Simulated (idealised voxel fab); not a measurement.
process module | voxel spacer lines
cross-section cut | 175 nm wide | cells 5 nm
A cross-section is a grid of square cells, given in bands from the top down. A band is one or more rows of cells.
Each band's line starts with the height of the band's top and of its bottom, in nm. Then come its materials from left to right, each with its width in nm. One material with "throughout" fills the band from edge to edge. "air" is empty space.
Height 0 is the level under which the wafer as received is all one material. The lowest band goes on downwards, as in "0 down".
A width such as "30 to 40" changes by the same amount from each row of cells to the next, from the band's top row to its bottom row.
"no change" after a step means that no cell of the cross-section changed.
closed voids: empty space of 8 cells or more with no open way to the top, each as width x height at its distance from the left edge, in nm
after a step's settings: what the simulator itself notes on the step
overlay nm, on a step with a mask: how far to the right of its planned place the mask lay; to the left if negative
plan
1 op RECEIVE | material Si
2 op CONFORMAL_DEP | material Al2O3 | thk nm 10
3 op DIRECTIONAL_DEP | material polySi | thk nm 20
4 op DIRECTIONAL_DEP | material aC | thk nm 30
5 op PATTERN | tone cover | mask id MANDREL | material resist | width nm 20 | pitch nm 60 | thk nm 40 | overlay nm 0
6 op DIRECTIONAL_ETCH | etch materials aC | depth nm 30
7 op STRIP | etch materials resist
8 op CONFORMAL_DEP | material SiN | thk nm 10
9 op DIRECTIONAL_ETCH | etch materials SiN | depth nm 10
10 op STRIP | etch materials aC
11 op DIRECTIONAL_ETCH | etch materials polySi | depth nm 20
12 op STRIP | etch materials SiN
13 op FILL_DEP | material SiO2 | thk nm 5
14 op CMP | height nm 30
as received, after step 1
  0 down: Si throughout
  closed voids: none
a wafer at the end: this start, this plan, one mistake
  30 to 10: SiO2 40 | polySi 10 | SiO2 15 | polySi 10 | SiO2 25 | polySi 10 | SiO2 15 | polySi 10 | SiO2 40
  10 to 0: Al2O3 throughout
  0 down: Si throughout
  closed voids: none
what went wrong: step 5 ran as: op PATTERN | tone cover | mask id MANDREL | material resist | width nm 15 | pitch nm 60 | thk nm 40 | overlay nm 0
